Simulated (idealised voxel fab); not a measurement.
Process module in this document: voxel self aligned vias
The width of the displayed cross-section, cut, is 260 nm; its cells are square, with a size of 5 nm.
When this document writes out a cross-section, it uses a grid of square cells and lists it as bands, beginning at the top and moving down, with a band standing for one or more rows of cells. Within each band entry, the heights of the top and of the bottom of the band appear first, in that order and in nm; the materials of the band then follow from left to right, each with its corresponding width in nm. The designation "full width" on a single material indicates that it fills the band from edge to edge; the designation "empty" indicates empty space. Heights are measured from 0, the level below which the as-received wafer is all one material; the lowest band has no bottom and continues downward, written as in "z 0 and below". When a width is written as two numbers, as in "30 to 40", the first number is the width in the top row of cells of the band and the second is the width in its bottom row, and the width changes by the same amount from each row to the next. It should be understood that the words "no modifications", when stated for a given step, signify that the cross-section underwent no change in any of its cells during that step. Empty spaces counting at least 8 cells and having no open way to the top are listed in "Closed void catalog". The notation width x height at distance is used for each, the distance being from the left edge and all three values in nm. The remark found on a step's line after its settings is issued by the simulator itself and pertains to that step. "overlay nm" denotes, for a step that has a mask, the displacement of the mask to the right of its planned place, with negative values corresponding to the left.
List of planned process steps
- 1: RECEIVE | material Si
- 2: CONFORMAL_DEP | material SiO2 | thk nm 15
- 3: CONFORMAL_DEP | material SiCN | thk nm 5
- 4: DIRECTIONAL_DEP | material SiO2 | thk nm 20
- 5: DIRECTIONAL_DEP | material aC | thk nm 10
- 6: PATTERN | tone open | mask id LINES | material resist | width nm 30 | pitch nm 60 | thk nm 25 | overlay nm 0
- 7: DIRECTIONAL_ETCH | etch materials aC | depth nm 10
- 8: STRIP | etch materials resist
- 9: DIRECTIONAL_ETCH | etch materials SiO2 | depth nm 20
- 10: STRIP | etch materials aC
- 11: CONFORMAL_DEP | material TiN | thk nm 5
- 12: FILL_DEP | material Ru | thk nm 5
- 13: CMP | height nm 40
- 14: SELECTIVE_ETCH | etch materials W Ru TiN | depth nm 5
- 15: FILL_DEP | material SiN | thk nm 10
- 16: CMP | height nm 40
- 17: DIRECTIONAL_DEP | material SiO2 | thk nm 15
- 18: MASKED_ETCH | tone open | mask id VIAS | width nm 40 | pitch nm 120 | etch materials SiO2 | depth nm 15 | overlay nm 0
- 19: MASKED_ETCH | tone open | mask id VIAS | width nm 40 | pitch nm 120 | etch materials SiN | depth nm 5 | overlay nm 0
- 20: CONFORMAL_DEP | material TiN | thk nm 5
- 21: FILL_DEP | material Ru | thk nm 10
- 22: CMP | height nm 55
- 23: CONFORMAL_DEP | material SiN | thk nm 5
Cross-section of the wafer at receipt, which is the condition after step 1
  z 0 and below = Si full width
  Closed void catalog: none
Cross-section, first of two wafers, end of module, run as planned
  z 60 to 55 = SiN full width
  z 55 to 45 = 50 of SiO2, then 5 of TiN, then 30 of Ru, then 5 of TiN, then 80 of SiO2, then 5 of TiN, then 30 of Ru, then 5 of TiN, then 50 of SiO2
  z 45 to 40 = 50 of SiO2, then 10 of TiN, then 20 of Ru, then 10 of TiN, then 80 of SiO2, then 10 of TiN, then 20 of Ru, then 10 of TiN, then 50 of SiO2
  z 40 to 35 = 55 of SiO2, then 30 of TiN, then 30 of SiO2, then 30 of SiN, then 30 of SiO2, then 30 of TiN, then 55 of SiO2
  z 35 to 25 = 55 of SiO2, then 5 of TiN, then 20 of Ru, then 5 of TiN, then 30 of SiO2, then 5 of TiN, then 20 of Ru, then 5 of TiN, then 30 of SiO2, then 5 of TiN, then 20 of Ru, then 5 of TiN, then 55 of SiO2
  z 25 to 20 = 55 of SiO2, then 30 of TiN, then 30 of SiO2, then 30 of TiN, then 30 of SiO2, then 30 of TiN, then 55 of SiO2
  z 20 to 15 = SiCN full width
  z 15 to 0 = SiO2 full width
  z 0 and below = Si full width
  Closed void catalog: none
Second wafer of the two, sectioned at the end of the module. It began like the first and followed the same plan, but one mistake was made while running it
  z 60 to 55 = SiN full width
  z 55 to 40 = 50 of SiO2, then 5 of TiN, then 30 of SiO2, then 5 of TiN, then 80 of SiO2, then 5 of TiN, then 30 of SiO2, then 5 of TiN, then 50 of SiO2
  z 40 to 35 = 55 of SiO2, then 30 of SiN, then 30 of SiO2, then 30 of SiN, then 30 of SiO2, then 30 of SiN, then 55 of SiO2
  z 35 to 25 = 55 of SiO2, then 5 of TiN, then 20 of Ru, then 5 of TiN, then 30 of SiO2, then 5 of TiN, then 20 of Ru, then 5 of TiN, then 30 of SiO2, then 5 of TiN, then 20 of Ru, then 5 of TiN, then 55 of SiO2
  z 25 to 20 = 55 of SiO2, then 30 of TiN, then 30 of SiO2, then 30 of TiN, then 30 of SiO2, then 30 of TiN, then 55 of SiO2
  z 20 to 15 = SiCN full width
  z 15 to 0 = SiO2 full width
  z 0 and below = Si full width
  Closed void catalog: none
So what did we get wrong on this run? contrary to the plan, steps 17 and 18 were processed in exchanged order
The closing comparison, in cells, has the second wafer with more or fewer of some materials than the first: 32 fewer of Ru, 12 more of SiN, 36 more of SiO2, 16 fewer of TiN
